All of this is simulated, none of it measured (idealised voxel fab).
Process module heading - voxel ribs on slabs
The width of the displayed cross-section, cut, is 185 nm; its cells are square, with a size of 5 nm.
Reading order for cross-sections: top band down to bottom band. Underlying form: a grid of square cells. Band size: one or more rows of cells.
A band entry consists of two parts. The first gives the height of the band's top and the height of its bottom, in nm. The rest lists the band's materials from left to right, each with its width in nm. A single material labelled with the word "throughout" fills the band from edge to edge, and the word "empty" marks empty space.
Height is counted from the level 0, under which the received wafer is composed throughout of one material. The lowest of the bands is not closed at the bottom but continues downward, in the notation "top 0, no bottom".
When a width is written as two numbers, as in "30..40", the first number is the width in the top row of cells of the band and the second is the width in its bottom row, and the width changes by the same amount from each row to the next.
Step marked "nothing changed"? Then no cell in the cross-section changed in it.
In the "Closed cavity list" entry, you get each enclosed empty space of 8 cells or more, one with no open way to the top, written width x height at distance, distance from the left edge, in nm.
Whatever follows a step's settings on its line is a remark the simulator itself makes about that step.
Each step line may optionally specify "overlay nm", which for a step with a mask gives the rightward distance between the mask's planned place and where it lay, a negative value indicating the leftward direction.

The steps planned for the process are as follows:
step 1: RECEIVE, material Si
step 2: DIRECTIONAL_DEP, material SiO2, thk nm 30
step 3: DIRECTIONAL_DEP, material SiN, thk nm 20
step 4: MASKED_ETCH, tone cover, mask id RIB, width nm 15, etch materials SiN, depth nm 15, overlay nm 0
step 5: MASKED_ETCH, tone cover, mask id SLAB, width nm 65, etch materials SiN, depth nm 5, overlay nm 0
step 6: FILL_DEP, material SiO2, thk nm 20
step 7: CMP, height nm 60
step 8: DIRECTIONAL_DEP, material TiN, thk nm 10
step 9: MASKED_ETCH, tone cover, mask id HEATER, width nm 25, etch materials TiN, depth nm 10, overlay nm 0
step 10: CONFORMAL_DEP, material SiN, thk nm 5

Below: the first of two wafers, run as planned:

Received-state cross-section, reflecting completion of step 1:
- top 0, no bottom | Si throughout
- Closed cavity list: none

Cross-section: wafer state after step 2:
- top 30, bottom 0 | SiO2 throughout
- Everything under 0 stays put, no change at all.

Cross-section: wafer state after step 3:
- top 50, bottom 30 | SiN throughout
- Everything under 30 stays put, no change at all.

Cross-section: wafer state after step 4:
- top 50, bottom 35 | empty 85  SiN 15  empty 85
- Everything under 35 stays put, no change at all.

Cross-section: wafer state after step 5:
- top 50, bottom 35 | empty 85  SiN 15  empty 85
- top 35, bottom 30 | empty 60  SiN 65  empty 60
- Everything under 30 stays put, no change at all.

Cross-section: wafer state after step 6:
- top 70, bottom 50 | SiO2 throughout
- top 50, bottom 35 | SiO2 85  SiN 15  SiO2 85
- top 35, bottom 30 | SiO2 60  SiN 65  SiO2 60
- Everything under 30 stays put, no change at all.

Cross-section: wafer state after step 7:
- top 60, bottom 50 | SiO2 throughout
- Everything under 50 stays put, no change at all.

Cross-section: wafer state after step 8:
- top 70, bottom 60 | TiN throughout
- Everything under 60 stays put, no change at all.

Cross-section: wafer state after step 9:
- top 70, bottom 60 | empty 80  TiN 25  empty 80
- Everything under 60 stays put, no change at all.

Cross-section: wafer state after step 10:
- top 75, bottom 70 | empty 75  SiN 35  empty 75
- top 70, bottom 65 | empty 75  SiN 5  TiN 25  SiN 5  empty 75
- top 65, bottom 60 | SiN 80  TiN 25  SiN 80
- Everything under 60 stays put, no change at all.

Wafer two. Identical start, identical plan. One mistake in execution. Identical history through step 4:

Second wafer, cut view, end of step 5 per plan:
- top 50, bottom 35 | empty 85  SiN 15  empty 85
- top 35, bottom 30 | empty 55  SiN 75  empty 55
- Everything under 30 stays put, no change at all.

Second wafer, cut view, end of step 6 per plan:
- top 70, bottom 50 | SiO2 throughout
- top 50, bottom 35 | SiO2 85  SiN 15  SiO2 85
- top 35, bottom 30 | SiO2 55  SiN 75  SiO2 55
- Everything under 30 stays put, no change at all.

Second wafer, cut view, end of step 7 per plan:
- top 60, bottom 50 | SiO2 throughout
- Everything under 50 stays put, no change at all.

Second wafer, cut view, end of step 8 per plan:
- top 70, bottom 60 | TiN throughout
- Everything under 60 stays put, no change at all.

Second wafer, cut view, end of step 9 per plan:
- top 70, bottom 60 | empty 80  TiN 25  empty 80
- Everything under 60 stays put, no change at all.

Second wafer, cut view, end of step 10 per plan:
- top 75, bottom 70 | empty 75  SiN 35  empty 75
- top 70, bottom 65 | empty 75  SiN 5  TiN 25  SiN 5  empty 75
- top 65, bottom 60 | SiN 80  TiN 25  SiN 80
- Everything under 60 stays put, no change at all.
It is concluded that the wafer was processed incorrectly with respect to the plan, in that step 5 changed vs plan, executed as MASKED_ETCH, tone cover, mask id SLAB, width nm 75, etch materials SiN, depth nm 5, overlay nm 0
Final cells, second wafer relative to first, materials higher or lower: SiN: 2 more, SiO2: 2 fewer
